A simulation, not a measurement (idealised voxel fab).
The document below concerns the process module designated voxel transistor to metal.
We display cut, a cross-section 170 nm in width whose square cells are each 5 nm.
Cross-section = grid of square cells, listed top down in bands; band = one or more rows. Top, bottom (nm), then materials left to right with widths (nm); lone material tagged "full width" fills the whole band edge to edge; "air" = empty space. Where do heights start? At 0: under that level the wafer as delivered is made of one material only. And the lowest band has no floor; it just carries on downward, as in "0 -> down". Width: "30 to 40" (first number = top row, second number = bottom row, same change from row to row of cells). What does "left unchanged" mean for a step? It means no cell of the cross-section changed in that step. Basically, "Entrapped void list" tells you about the enclosed voids: empty spaces with no open way to the top, 8 cells or bigger, each written width x height at distance, where distance is from the left edge, all in nm. Post-settings text on a step line: simulator's own remark regarding the step. A step's line can hold "overlay nm"; with a mask on that step, the setting says how far right of the planned place the mask lay, while a negative setting says it lay to the left. Reading guide: pairs of cross-sections, before and after one process step; after view cut off at lowest changed band; step and settings listed under each pair. Pairs may stem from different runs of this module on the same starting wafer; continuity with the pair above only where the "Before-step section" entry states it.

### Before-step section
> 35 -> 30: air 65 nm; SiN 5 nm; air 5 nm; SiCN 20 nm; air 5 nm; SiN 5 nm; air 65 nm
> 30 -> 25: air 65 nm; SiN 5 nm; SiO2 5 nm; SiCN 20 nm; SiO2 5 nm; SiN 5 nm; air 65 nm
> 25 -> 0: air 65 nm; SiN 5 nm; SiO2 5 nm; polySi 20 nm; SiO2 5 nm; SiN 5 nm; air 65 nm
> 0 -> -5: air 30 nm; SiN 5 nm; air 30 nm; SiN 5 nm; SiO2 5 nm; polySi 20 nm; SiO2 5 nm; SiN 5 nm; air 30 nm; SiN 5 nm; air 30 nm
> -5 -> -10: SiO2 35 nm; nSi 30 nm; SiO2 40 nm; nSi 30 nm; SiO2 35 nm
> -10 -> -30: SiO2 30 nm; Si 110 nm; SiO2 30 nm
> -30 -> down: Si full width
> Entrapped void list: none

### Post-Step Geometry
> 40 -> 35: SiO2 full width
> 35 -> 25: SiO2 65 nm; SiN 5 nm; SiO2 5 nm; SiCN 20 nm; SiO2 5 nm; SiN 5 nm; SiO2 65 nm
> 25 -> 0: SiO2 65 nm; SiN 5 nm; SiO2 5 nm; polySi 20 nm; SiO2 5 nm; SiN 5 nm; SiO2 65 nm
> 0 -> -5: SiO2 30 nm; SiN 5 nm; SiO2 30 nm; SiN 5 nm; SiO2 5 nm; polySi 20 nm; SiO2 5 nm; SiN 5 nm; SiO2 30 nm; SiN 5 nm; SiO2 30 nm
> For the remainder of the cross-section, below -5, there is no change.
> Entrapped void list: none
Before/after cross-sections above; step in between: FILL_DEP,material SiO2,thk nm 5

Before-step section: This step starts from the configuration shown after the step in the pair immediately above.

### Post-Step Geometry
> 35 -> 25: SiO2 65 nm; SiN 5 nm; SiO2 5 nm; SiCN 20 nm; SiO2 5 nm; SiN 5 nm; SiO2 65 nm
> For the remainder of the cross-section, below 25, there is no change.
> Entrapped void list: none
Before/after cross-sections above; step in between: CMP,height nm 35

Before-step section: This step starts from the configuration shown after the step in the pair immediately above.

### Post-Step Geometry
> 50 -> 35: SiO2 full width
> For the remainder of the cross-section, below 35, there is no change.
> Entrapped void list: none
Before/after cross-sections above; step in between: DIRECTIONAL_DEP,material SiO2,thk nm 15

Before-step section: This step starts from the configuration shown after the step in the pair immediately above.

### Post-Step Geometry
> 65 -> 50: resist 40 nm; air 30 nm; resist 30 nm; air 30 nm; resist 40 nm
> For the remainder of the cross-section, below 50, there is no change.
> Entrapped void list: none
Before/after cross-sections above; step in between: PATTERN,tone open,mask id CONTACT,material resist,width nm 30,pitch nm 60,thk nm 15,overlay nm 0

Before-step section: This step starts from the configuration shown after the step in the pair immediately above.

### Post-Step Geometry
> 65 -> 50: resist 40 nm; air 30 nm; resist 30 nm; air 30 nm; resist 40 nm
> 50 -> 35: SiO2 40 nm; air 30 nm; SiO2 30 nm; air 30 nm; SiO2 40 nm
> 35 -> 25: SiO2 40 nm; air 25 nm; SiN 5 nm; SiO2 5 nm; SiCN 20 nm; SiO2 5 nm; SiN 5 nm; air 25 nm; SiO2 40 nm
> 25 -> 10: SiO2 40 nm; air 25 nm; SiN 5 nm; SiO2 5 nm; polySi 20 nm; SiO2 5 nm; SiN 5 nm; air 25 nm; SiO2 40 nm
> For the remainder of the cross-section, below 10, there is no change.
> Entrapped void list: none
Before/after cross-sections above; step in between: DIRECTIONAL_ETCH,etch materials SiO2,depth nm 40

Before-step section: This step starts from the configuration shown after the step in the pair immediately above.

### Post-Step Geometry
> 50 -> 35: SiO2 40 nm; air 30 nm; SiO2 30 nm; air 30 nm; SiO2 40 nm
> For the remainder of the cross-section, below 35, there is no change.
> Entrapped void list: none
Before/after cross-sections above; step in between: STRIP,etch materials resist

Before-step section: This step starts from the configuration shown after the step in the pair immediately above.

### Post-Step Geometry
> 55 -> 50: TiN 45 nm; air 20 nm; TiN 40 nm; air 20 nm; TiN 45 nm
> 50 -> 40: SiO2 40 nm; TiN 5 nm; air 20 nm; TiN 5 nm; SiO2 30 nm; TiN 5 nm; air 20 nm; TiN 5 nm; SiO2 40 nm
> 40 -> 35: SiO2 40 nm; TiN 5 nm; air 15 nm; TiN 10 nm; SiO2 30 nm; TiN 10 nm; air 15 nm; TiN 5 nm; SiO2 40 nm
> 35 -> 25: SiO2 40 nm; TiN 5 nm; air 15 nm; TiN 5 nm; SiN 5 nm; SiO2 5 nm; SiCN 20 nm; SiO2 5 nm; SiN 5 nm; TiN 5 nm; air 15 nm; TiN 5 nm; SiO2 40 nm
> 25 -> 15: SiO2 40 nm; TiN 5 nm; air 15 nm; TiN 5 nm; SiN 5 nm; SiO2 5 nm; polySi 20 nm; SiO2 5 nm; SiN 5 nm; TiN 5 nm; air 15 nm; TiN 5 nm; SiO2 40 nm
> 15 -> 10: SiO2 40 nm; TiN 25 nm; SiN 5 nm; SiO2 5 nm; polySi 20 nm; SiO2 5 nm; SiN 5 nm; TiN 25 nm; SiO2 40 nm
> For the remainder of the cross-section, below 10, there is no change.
> Entrapped void list: none
Before/after cross-sections above; step in between: CONFORMAL_DEP,material TiN,thk nm 5

Before-step section: This step starts from the configuration shown after the step in the pair immediately above.

### Post-Step Geometry
> 65 -> 55: W full width
> 55 -> 50: TiN 45 nm; W 20 nm; TiN 40 nm; W 20 nm; TiN 45 nm
> 50 -> 40: SiO2 40 nm; TiN 5 nm; W 20 nm; TiN 5 nm; SiO2 30 nm; TiN 5 nm; W 20 nm; TiN 5 nm; SiO2 40 nm
> 40 -> 35: SiO2 40 nm; TiN 5 nm; W 15 nm; TiN 10 nm; SiO2 30 nm; TiN 10 nm; W 15 nm; TiN 5 nm; SiO2 40 nm
> 35 -> 25: SiO2 40 nm; TiN 5 nm; W 15 nm; TiN 5 nm; SiN 5 nm; SiO2 5 nm; SiCN 20 nm; SiO2 5 nm; SiN 5 nm; TiN 5 nm; W 15 nm; TiN 5 nm; SiO2 40 nm
> 25 -> 15: SiO2 40 nm; TiN 5 nm; W 15 nm; TiN 5 nm; SiN 5 nm; SiO2 5 nm; polySi 20 nm; SiO2 5 nm; SiN 5 nm; TiN 5 nm; W 15 nm; TiN 5 nm; SiO2 40 nm
> For the remainder of the cross-section, below 15, there is no change.
> Entrapped void list: none
Before/after cross-sections above; step in between: FILL_DEP,material W,thk nm 10

Before-step section: This step starts from the configuration shown after the step in the pair immediately above.

### Post-Step Geometry
> 50 -> 40: SiO2 40 nm; TiN 5 nm; W 20 nm; TiN 5 nm; SiO2 30 nm; TiN 5 nm; W 20 nm; TiN 5 nm; SiO2 40 nm
> For the remainder of the cross-section, below 40, there is no change.
> Entrapped void list: none
Before/after cross-sections above; step in between: CMP,height nm 50

Before-step section: This step starts from the configuration shown after the step in the pair immediately above.

### Post-Step Geometry
> 55 -> 50: TiN full width
> For the remainder of the cross-section, below 50, there is no change.
> Entrapped void list: none
Before/after cross-sections above; step in between: DIRECTIONAL_DEP,material TiN,thk nm 5

Before-step section: This step starts from the configuration shown after the step in the pair immediately above.

### Post-Step Geometry
> 70 -> 55: W full width
> For the remainder of the cross-section, below 55, there is no change.
> Entrapped void list: none
Before/after cross-sections above; step in between: DIRECTIONAL_DEP,material W,thk nm 15

Before-step section: This step starts from the configuration shown after the step in the pair immediately above.

### Post-Step Geometry
> 85 -> 70: air 40 nm; resist 20 nm; air 50 nm; resist 20 nm; air 40 nm
> For the remainder of the cross-section, below 70, there is no change.
> Entrapped void list: none
Before/after cross-sections above; step in between: PATTERN,tone cover,mask id METAL_1,material resist,width nm 20,pitch nm 70,thk nm 15,overlay nm 0

Before-step section: This step starts from the configuration shown after the step in the pair immediately above.

### Post-Step Geometry
> 85 -> 70: air 40 nm; resist 20 nm; air 50 nm; resist 20 nm; air 40 nm
> 70 -> 55: air 40 nm; W 20 nm; air 50 nm; W 20 nm; air 40 nm
> For the remainder of the cross-section, below 55, there is no change.
> Entrapped void list: none
Before/after cross-sections above; step in between: DIRECTIONAL_ETCH,etch materials W,depth nm 15

Before-step section: This step starts from the configuration shown after the step in the pair immediately above.

### Post-Step Geometry
> 85 -> 70: air 40 nm; resist 20 nm; air 50 nm; resist 20 nm; air 40 nm
> 70 -> 55: air 40 nm; W 20 nm; air 50 nm; W 20 nm; air 40 nm
> 55 -> 50: air 40 nm; TiN 20 nm; air 50 nm; TiN 20 nm; air 40 nm
> For the remainder of the cross-section, below 50, there is no change.
> Entrapped void list: none
Before/after cross-sections above; step in between: DIRECTIONAL_ETCH,etch materials TiN,depth nm 5

Before-step section: This step starts from the configuration shown after the step in the pair immediately above.

### Post-Step Geometry
> 70 -> 55: air 40 nm; W 20 nm; air 50 nm; W 20 nm; air 40 nm
> For the remainder of the cross-section, below 55, there is no change.
> Entrapped void list: none
Before/after cross-sections above; step in between: STRIP,etch materials resist

Before-step section: This step starts from the configuration shown after the step in the pair immediately above.

### Post-Step Geometry
> 75 -> 70: air 35 nm; SiN 30 nm; air 40 nm; SiN 30 nm; air 35 nm
> 70 -> 55: air 35 nm; SiN 5 nm; W 20 nm; SiN 5 nm; air 40 nm; SiN 5 nm; W 20 nm; SiN 5 nm; air 35 nm
> 55 -> 50: SiN 40 nm; TiN 20 nm; SiN 50 nm; TiN 20 nm; SiN 40 nm
> For the remainder of the cross-section, below 50, there is no change.
> Entrapped void list: none
Before/after cross-sections above; step in between: CONFORMAL_DEP,material SiN,thk nm 5

Before-step section: This step starts from the configuration shown after the step in the pair immediately above.

### Post-Step Geometry
> 85 -> 75: lowk full width
> 75 -> 70: lowk 35 nm; SiN 30 nm; lowk 40 nm; SiN 30 nm; lowk 35 nm
> 70 -> 55: lowk 35 nm; SiN 5 nm; W 20 nm; SiN 5 nm; lowk 40 nm; SiN 5 nm; W 20 nm; SiN 5 nm; lowk 35 nm
> For the remainder of the cross-section, below 55, there is no change.
> Entrapped void list: none
Before/after cross-sections above; step in between: FILL_DEP,material lowk,thk nm 10

Before-step section: This step starts from the configuration shown after the step in the pair immediately above.

### Post-Step Geometry
> 70 -> 55: lowk 35 nm; SiN 5 nm; W 20 nm; SiN 5 nm; lowk 40 nm; SiN 5 nm; W 20 nm; SiN 5 nm; lowk 35 nm
> For the remainder of the cross-section, below 55, there is no change.
> Entrapped void list: none
Before/after cross-sections above; step in between: CMP,height nm 70

Before-step section: This step starts from the configuration shown after the step in the pair immediately above.

### Post-Step Geometry
> 75 -> 70: SiCN full width
> For the remainder of the cross-section, below 70, there is no change.
> Entrapped void list: none
Before/after cross-sections above; step in between: CONFORMAL_DEP,material SiCN,thk nm 5

Before-step section: This step starts from the configuration shown after the step in the pair immediately above.

### Post-Step Geometry
> 100 -> 75: lowk full width
> For the remainder of the cross-section, below 75, there is no change.
> Entrapped void list: none
Before/after cross-sections above; step in between: DIRECTIONAL_DEP,material lowk,thk nm 25

Before-step section: This step starts from the configuration shown after the step in the pair immediately above.

### Post-Step Geometry
> 110 -> 100: aC full width
> For the remainder of the cross-section, below 100, there is no change.
> Entrapped void list: none
Before/after cross-sections above; step in between: DIRECTIONAL_DEP,material aC,thk nm 10

Before-step section: This step starts from the configuration shown after the step in the pair immediately above.

### Post-Step Geometry
> 135 -> 110: resist 40 nm; air 15 nm; resist 55 nm; air 15 nm; resist 45 nm
> For the remainder of the cross-section, below 110, there is no change.
> Entrapped void list: none
Before/after cross-sections above; step in between: PATTERN,tone open,mask id METAL_2_HOLES,material resist,width nm 15,pitch nm 70,thk nm 25,overlay nm 0

Before-step section: This step starts from the configuration shown after the step in the pair immediately above.

### Post-Step Geometry
> 125 -> 110: resist 40 nm; air 15 nm; resist 55 nm; air 15 nm; resist 45 nm
> 110 -> 100: aC 40 nm; air 15 nm; aC 55 nm; air 15 nm; aC 45 nm
> For the remainder of the cross-section, below 100, there is no change.
> Entrapped void list: none
Before/after cross-sections above; step in between: DIRECTIONAL_ETCH,etch materials aC,depth nm 10

Before-step section: This step starts from the configuration shown after the step in the pair immediately above.

### Post-Step Geometry
> 110 -> 100: aC 40 nm; air 15 nm; aC 55 nm; air 15 nm; aC 45 nm
> For the remainder of the cross-section, below 100, there is no change.
> Entrapped void list: none
Before/after cross-sections above; step in between: STRIP,etch materials resist

Before-step section: This step starts from the configuration shown after the step in the pair immediately above.

### Post-Step Geometry
> 110 -> 100: aC 40 nm; air 15 nm; aC 55 nm; air 15 nm; aC 45 nm
> 100 -> 75: lowk 40 nm; air 15 nm; lowk 55 nm; air 15 nm; lowk 45 nm
> For the remainder of the cross-section, below 75, there is no change.
> Entrapped void list: none
Before/after cross-sections above; step in between: DIRECTIONAL_ETCH,etch materials lowk,depth nm 25

Before-step section: This step starts from the configuration shown after the step in the pair immediately above.

### Post-Step Geometry
> 100 -> 75: lowk 40 nm; air 15 nm; lowk 55 nm; air 15 nm; lowk 45 nm
> For the remainder of the cross-section, below 75, there is no change.
> Entrapped void list: none
Before/after cross-sections above; step in between: STRIP,etch materials aC

Before-step section: This step starts from the configuration shown after the step in the pair immediately above.

### Post-Step Geometry
> 100 -> 85: lowk 40 nm; air 20 nm; lowk 50 nm; air 20 nm; lowk 40 nm
> For the remainder of the cross-section, below 85, there is no change.
> Entrapped void list: none
Before/after cross-sections above; step in between: MASKED_ETCH,tone open,mask id METAL_2,width nm 20,pitch nm 70,etch materials lowk,depth nm 15,overlay nm 0

Before-step section: This step starts from the configuration shown after the step in the pair immediately above.

### Post-Step Geometry
> 100 -> 85: lowk 40 nm; air 20 nm; lowk 50 nm; air 20 nm; lowk 40 nm
> 85 -> 75: lowk 40 nm; air 15 nm; lowk 55 nm; air 15 nm; lowk 45 nm
> 75 -> 70: SiCN 40 nm; air 15 nm; SiCN 55 nm; air 15 nm; SiCN 45 nm
> For the remainder of the cross-section, below 70, there is no change.
> Entrapped void list: none
Before/after cross-sections above; step in between: MASKED_ETCH,tone open,mask id METAL_2,width nm 20,pitch nm 70,etch materials SiCN,depth nm 5,overlay nm 0

Before-step section: This step starts from the configuration shown after the step in the pair immediately above.

### Post-Step Geometry
> 105 -> 100: TiN 45 nm; air 10 nm; TiN 60 nm; air 10 nm; TiN 45 nm
> 100 -> 90: lowk 40 nm; TiN 5 nm; air 10 nm; TiN 5 nm; lowk 50 nm; TiN 5 nm; air 10 nm; TiN 5 nm; lowk 40 nm
> 90 -> 85: lowk 40 nm; TiN 5 nm; air 5 nm; TiN 10 nm; lowk 50 nm; TiN 5 nm; air 5 nm; TiN 10 nm; lowk 40 nm
> 85 -> 75: lowk 40 nm; TiN 5 nm; air 5 nm; TiN 5 nm; lowk 55 nm; TiN 5 nm; air 5 nm; TiN 5 nm; lowk 45 nm
> 75 -> 70: SiCN 40 nm; TiN 15 nm; SiCN 55 nm; TiN 15 nm; SiCN 45 nm
> For the remainder of the cross-section, below 70, there is no change.
> Entrapped void list: none
Before/after cross-sections above; step in between: CONFORMAL_DEP,material TiN,thk nm 5

Before-step section: This step starts from the configuration shown after the step in the pair immediately above.

### Post-Step Geometry
> 115 -> 105: Cu full width
> 105 -> 100: TiN 45 nm; Cu 10 nm; TiN 60 nm; Cu 10 nm; TiN 45 nm
> 100 -> 90: lowk 40 nm; TiN 5 nm; Cu 10 nm; TiN 5 nm; lowk 50 nm; TiN 5 nm; Cu 10 nm; TiN 5 nm; lowk 40 nm
> 90 -> 85: lowk 40 nm; TiN 5 nm; Cu 5 nm; TiN 10 nm; lowk 50 nm; TiN 5 nm; Cu 5 nm; TiN 10 nm; lowk 40 nm
> 85 -> 75: lowk 40 nm; TiN 5 nm; Cu 5 nm; TiN 5 nm; lowk 55 nm; TiN 5 nm; Cu 5 nm; TiN 5 nm; lowk 45 nm
> For the remainder of the cross-section, below 75, there is no change.
> Entrapped void list: none
Before/after cross-sections above; step in between: FILL_DEP,material Cu,thk nm 10

Before-step section: This step starts from the configuration shown after the step in the pair immediately above.

### Post-Step Geometry
> 100 -> 90: lowk 40 nm; TiN 5 nm; Cu 10 nm; TiN 5 nm; lowk 50 nm; TiN 5 nm; Cu 10 nm; TiN 5 nm; lowk 40 nm
> For the remainder of the cross-section, below 90, there is no change.
> Entrapped void list: none
Before/after cross-sections above; step in between: CMP,height nm 100

Before-step section: This step starts from the configuration shown after the step in the pair immediately above.

### Post-Step Geometry
> 105 -> 100: SiCN full width
> For the remainder of the cross-section, below 100, there is no change.
> Entrapped void list: none
Before/after cross-sections above; step in between: CONFORMAL_DEP,material SiCN,thk nm 5

### Before-step section
> 50 -> 40: SiO2 40 nm; TiN 5 nm; W 20 nm; TiN 5 nm; SiO2 30 nm; TiN 5 nm; W 20 nm; TiN 5 nm; SiO2 40 nm
> 40 -> 35: SiO2 40 nm; TiN 5 nm; W 15 nm; TiN 10 nm; SiO2 30 nm; TiN 10 nm; W 15 nm; TiN 5 nm; SiO2 40 nm
> 35 -> 25: SiO2 40 nm; TiN 5 nm; W 15 nm; TiN 5 nm; SiN 5 nm; SiO2 5 nm; SiCN 20 nm; SiO2 5 nm; SiN 5 nm; TiN 5 nm; W 15 nm; TiN 5 nm; SiO2 40 nm
> 25 -> 15: SiO2 40 nm; TiN 5 nm; W 15 nm; TiN 5 nm; SiN 5 nm; SiO2 5 nm; polySi 20 nm; SiO2 5 nm; SiN 5 nm; TiN 5 nm; W 15 nm; TiN 5 nm; SiO2 40 nm
> 15 -> 10: SiO2 40 nm; TiN 25 nm; SiN 5 nm; SiO2 5 nm; polySi 20 nm; SiO2 5 nm; SiN 5 nm; TiN 25 nm; SiO2 40 nm
> 10 -> 0: SiO2 25 nm; nSi 40 nm; SiN 5 nm; SiO2 5 nm; polySi 20 nm; SiO2 5 nm; SiN 5 nm; nSi 40 nm; SiO2 25 nm
> 0 -> -5: SiO2 25 nm; nSi 5 nm; SiN 5 nm; nSi 30 nm; SiN 5 nm; SiO2 5 nm; polySi 20 nm; SiO2 5 nm; SiN 5 nm; nSi 30 nm; SiN 5 nm; nSi 5 nm; SiO2 25 nm
> -5 -> -10: SiO2 35 nm; nSi 30 nm; SiO2 40 nm; nSi 30 nm; SiO2 35 nm
> -10 -> -25: SiO2 30 nm; Si 5 nm; nSi 30 nm; Si 40 nm; nSi 30 nm; Si 5 nm; SiO2 30 nm
> -25 -> -30: SiO2 30 nm; Si 110 nm; SiO2 30 nm
> -30 -> down: Si full width
> Entrapped void list: none

### Post-Step Geometry
> 65 -> 50: TiN full width
> For the remainder of the cross-section, below 50, there is no change.
> Entrapped void list: none
Before/after cross-sections above; step in between: DIRECTIONAL_DEP,material TiN,thk nm 15

Before-step section: This step starts from the configuration shown after the step in the pair immediately above.

### Post-Step Geometry
> 80 -> 65: W full width
> For the remainder of the cross-section, below 65, there is no change.
> Entrapped void list: none
Before/after cross-sections above; step in between: DIRECTIONAL_DEP,material W,thk nm 15

Before-step section: This step starts from the configuration shown after the step in the pair immediately above.

### Post-Step Geometry
> 95 -> 80: air 40 nm; resist 20 nm; air 50 nm; resist 20 nm; air 40 nm
> For the remainder of the cross-section, below 80, there is no change.
> Entrapped void list: none
Before/after cross-sections above; step in between: PATTERN,tone cover,mask id METAL_1,material resist,width nm 20,pitch nm 70,thk nm 15,overlay nm 0

Before-step section: This step starts from the configuration shown after the step in the pair immediately above.

### Post-Step Geometry
> 95 -> 80: air 40 nm; resist 20 nm; air 50 nm; resist 20 nm; air 40 nm
> 80 -> 65: air 40 nm; W 20 nm; air 50 nm; W 20 nm; air 40 nm
> For the remainder of the cross-section, below 65, there is no change.
> Entrapped void list: none
Before/after cross-sections above; step in between: DIRECTIONAL_ETCH,etch materials W,depth nm 15

Before-step section: This step starts from the configuration shown after the step in the pair immediately above.

### Post-Step Geometry
> 95 -> 80: air 40 nm; resist 20 nm; air 50 nm; resist 20 nm; air 40 nm
> 80 -> 65: air 40 nm; W 20 nm; air 50 nm; W 20 nm; air 40 nm
> 65 -> 60: air 40 nm; TiN 20 nm; air 50 nm; TiN 20 nm; air 40 nm
> For the remainder of the cross-section, below 60, there is no change.
> Entrapped void list: none
Before/after cross-sections above; step in between: DIRECTIONAL_ETCH,etch materials TiN,depth nm 5

Before-step section: This step starts from the configuration shown after the step in the pair immediately above.

### Post-Step Geometry
> 80 -> 65: air 40 nm; W 20 nm; air 50 nm; W 20 nm; air 40 nm
> For the remainder of the cross-section, below 65, there is no change.
> Entrapped void list: none
Before/after cross-sections above; step in between: STRIP,etch materials resist

Before-step section: This step starts from the configuration shown after the step in the pair immediately above.

### Post-Step Geometry
> 85 -> 80: air 35 nm; SiN 30 nm; air 40 nm; SiN 30 nm; air 35 nm
> 80 -> 65: air 35 nm; SiN 5 nm; W 20 nm; SiN 5 nm; air 40 nm; SiN 5 nm; W 20 nm; SiN 5 nm; air 35 nm
> 65 -> 60: SiN 40 nm; TiN 20 nm; SiN 50 nm; TiN 20 nm; SiN 40 nm
> For the remainder of the cross-section, below 60, there is no change.
> Entrapped void list: none
Before/after cross-sections above; step in between: CONFORMAL_DEP,material SiN,thk nm 5

Before-step section: This step starts from the configuration shown after the step in the pair immediately above.

### Post-Step Geometry
> 95 -> 85: lowk full width
> 85 -> 80: lowk 35 nm; SiN 30 nm; lowk 40 nm; SiN 30 nm; lowk 35 nm
> 80 -> 65: lowk 35 nm; SiN 5 nm; W 20 nm; SiN 5 nm; lowk 40 nm; SiN 5 nm; W 20 nm; SiN 5 nm; lowk 35 nm
> For the remainder of the cross-section, below 65, there is no change.
> Entrapped void list: none
Before/after cross-sections above; step in between: FILL_DEP,material lowk,thk nm 10

Before-step section: This step starts from the configuration shown after the step in the pair immediately above.

### Post-Step Geometry
> 70 -> 65: lowk 35 nm; SiN 5 nm; W 20 nm; SiN 5 nm; lowk 40 nm; SiN 5 nm; W 20 nm; SiN 5 nm; lowk 35 nm
> For the remainder of the cross-section, below 65, there is no change.
> Entrapped void list: none
Before/after cross-sections above; step in between: CMP,height nm 70

Before-step section: This step starts from the configuration shown after the step in the pair immediately above.

### Post-Step Geometry
> 75 -> 70: SiCN full width
> For the remainder of the cross-section, below 70, there is no change.
> Entrapped void list: none
Before/after cross-sections above; step in between: CONFORMAL_DEP,material SiCN,thk nm 5

Before-step section: This step starts from the configuration shown after the step in the pair immediately above.

### Post-Step Geometry
> 100 -> 75: lowk full width
> For the remainder of the cross-section, below 75, there is no change.
> Entrapped void list: none
Before/after cross-sections above; step in between: DIRECTIONAL_DEP,material lowk,thk nm 25

Before-step section: This step starts from the configuration shown after the step in the pair immediately above.

### Post-Step Geometry
> 110 -> 100: aC full width
> For the remainder of the cross-section, below 100, there is no change.
> Entrapped void list: none
Before/after cross-sections above; step in between: DIRECTIONAL_DEP,material aC,thk nm 10

Before-step section: This step starts from the configuration shown after the step in the pair immediately above.

### Post-Step Geometry
> 135 -> 110: resist 40 nm; air 15 nm; resist 55 nm; air 15 nm; resist 45 nm
> For the remainder of the cross-section, below 110, there is no change.
> Entrapped void list: none
Before/after cross-sections above; step in between: PATTERN,tone open,mask id METAL_2_HOLES,material resist,width nm 15,pitch nm 70,thk nm 25,overlay nm 0

Before-step section: This step starts from the configuration shown after the step in the pair immediately above.

### Post-Step Geometry
> 125 -> 110: resist 40 nm; air 15 nm; resist 55 nm; air 15 nm; resist 45 nm
> 110 -> 100: aC 40 nm; air 15 nm; aC 55 nm; air 15 nm; aC 45 nm
> For the remainder of the cross-section, below 100, there is no change.
> Entrapped void list: none
Before/after cross-sections above; step in between: DIRECTIONAL_ETCH,etch materials aC,depth nm 10

Before-step section: This step starts from the configuration shown after the step in the pair immediately above.

### Post-Step Geometry
> 110 -> 100: aC 40 nm; air 15 nm; aC 55 nm; air 15 nm; aC 45 nm
> For the remainder of the cross-section, below 100, there is no change.
> Entrapped void list: none
Before/after cross-sections above; step in between: STRIP,etch materials resist

Before-step section: This step starts from the configuration shown after the step in the pair immediately above.

### Post-Step Geometry
> 110 -> 100: aC 40 nm; air 15 nm; aC 55 nm; air 15 nm; aC 45 nm
> 100 -> 75: lowk 40 nm; air 15 nm; lowk 55 nm; air 15 nm; lowk 45 nm
> For the remainder of the cross-section, below 75, there is no change.
> Entrapped void list: none
Before/after cross-sections above; step in between: DIRECTIONAL_ETCH,etch materials lowk,depth nm 25

Before-step section: This step starts from the configuration shown after the step in the pair immediately above.

### Post-Step Geometry
> 100 -> 75: lowk 40 nm; air 15 nm; lowk 55 nm; air 15 nm; lowk 45 nm
> For the remainder of the cross-section, below 75, there is no change.
> Entrapped void list: none
Before/after cross-sections above; step in between: STRIP,etch materials aC

Before-step section: This step starts from the configuration shown after the step in the pair immediately above.

### Post-Step Geometry
> 100 -> 85: lowk 40 nm; air 20 nm; lowk 50 nm; air 20 nm; lowk 40 nm
> For the remainder of the cross-section, below 85, there is no change.
> Entrapped void list: none
Before/after cross-sections above; step in between: MASKED_ETCH,tone open,mask id METAL_2,width nm 20,pitch nm 70,etch materials lowk,depth nm 15,overlay nm 0

Before-step section: This step starts from the configuration shown after the step in the pair immediately above.

### Post-Step Geometry
> 100 -> 85: lowk 40 nm; air 20 nm; lowk 50 nm; air 20 nm; lowk 40 nm
> 85 -> 75: lowk 40 nm; air 15 nm; lowk 55 nm; air 15 nm; lowk 45 nm
> 75 -> 70: SiCN 40 nm; air 15 nm; SiCN 55 nm; air 15 nm; SiCN 45 nm
> For the remainder of the cross-section, below 70, there is no change.
> Entrapped void list: none
Before/after cross-sections above; step in between: MASKED_ETCH,tone open,mask id METAL_2,width nm 20,pitch nm 70,etch materials SiCN,depth nm 5,overlay nm 0

Before-step section: This step starts from the configuration shown after the step in the pair immediately above.

### Post-Step Geometry
> 105 -> 100: TiN 45 nm; air 10 nm; TiN 60 nm; air 10 nm; TiN 45 nm
> 100 -> 90: lowk 40 nm; TiN 5 nm; air 10 nm; TiN 5 nm; lowk 50 nm; TiN 5 nm; air 10 nm; TiN 5 nm; lowk 40 nm
> 90 -> 85: lowk 40 nm; TiN 5 nm; air 5 nm; TiN 10 nm; lowk 50 nm; TiN 5 nm; air 5 nm; TiN 10 nm; lowk 40 nm
> 85 -> 75: lowk 40 nm; TiN 5 nm; air 5 nm; TiN 5 nm; lowk 55 nm; TiN 5 nm; air 5 nm; TiN 5 nm; lowk 45 nm
> 75 -> 70: SiCN 40 nm; TiN 15 nm; SiCN 55 nm; TiN 15 nm; SiCN 45 nm
> For the remainder of the cross-section, below 70, there is no change.
> Entrapped void list: none
Before/after cross-sections above; step in between: CONFORMAL_DEP,material TiN,thk nm 5

Before-step section: This step starts from the configuration shown after the step in the pair immediately above.

### Post-Step Geometry
> 115 -> 105: Cu full width
> 105 -> 100: TiN 45 nm; Cu 10 nm; TiN 60 nm; Cu 10 nm; TiN 45 nm
> 100 -> 90: lowk 40 nm; TiN 5 nm; Cu 10 nm; TiN 5 nm; lowk 50 nm; TiN 5 nm; Cu 10 nm; TiN 5 nm; lowk 40 nm
> 90 -> 85: lowk 40 nm; TiN 5 nm; Cu 5 nm; TiN 10 nm; lowk 50 nm; TiN 5 nm; Cu 5 nm; TiN 10 nm; lowk 40 nm
> 85 -> 75: lowk 40 nm; TiN 5 nm; Cu 5 nm; TiN 5 nm; lowk 55 nm; TiN 5 nm; Cu 5 nm; TiN 5 nm; lowk 45 nm
> For the remainder of the cross-section, below 75, there is no change.
> Entrapped void list: none
Before/after cross-sections above; step in between: FILL_DEP,material Cu,thk nm 10

Before-step section: This step starts from the configuration shown after the step in the pair immediately above.

### Post-Step Geometry
> 100 -> 90: lowk 40 nm; TiN 5 nm; Cu 10 nm; TiN 5 nm; lowk 50 nm; TiN 5 nm; Cu 10 nm; TiN 5 nm; lowk 40 nm
> For the remainder of the cross-section, below 90, there is no change.
> Entrapped void list: none
Before/after cross-sections above; step in between: CMP,height nm 100

Before-step section: This step starts from the configuration shown after the step in the pair immediately above.

### Post-Step Geometry
> 105 -> 100: SiCN full width
> For the remainder of the cross-section, below 100, there is no change.
> Entrapped void list: none
Before/after cross-sections above; step in between: CONFORMAL_DEP,material SiCN,thk nm 5

### Before-step section
> 15 -> 0: SiN full width
> 0 -> -5: SiO2 full width
> -5 -> down: Si full width
> Entrapped void list: none

### Post-Step Geometry
> 30 -> 15: air 35 nm; resist 105 nm; air 30 nm
> For the remainder of the cross-section, below 15, there is no change.
> Entrapped void list: none
Before/after cross-sections above; step in between: PATTERN,tone cover,mask id ACTIVE,material resist,width nm 105,thk nm 15,overlay nm 0

Before-step section: This step starts from the configuration shown after the step in the pair immediately above.

### Post-Step Geometry
> 30 -> 15: air 35 nm; resist 105 nm; air 30 nm
> 15 -> 0: air 35 nm; SiN 105 nm; air 30 nm
> For the remainder of the cross-section, below 0, there is no change.
> Entrapped void list: none
Before/after cross-sections above; step in between: DIRECTIONAL_ETCH,etch materials SiN,depth nm 15

Before-step section: This step starts from the configuration shown after the step in the pair immediately above.

### Post-Step Geometry
> 30 -> 15: air 35 nm; resist 105 nm; air 30 nm
> 15 -> 0: air 35 nm; SiN 105 nm; air 30 nm
> 0 -> -5: air 35 nm; SiO2 105 nm; air 30 nm
> For the remainder of the cross-section, below -5, there is no change.
> Entrapped void list: none
Before/after cross-sections above; step in between: DIRECTIONAL_ETCH,etch materials SiO2,depth nm 5
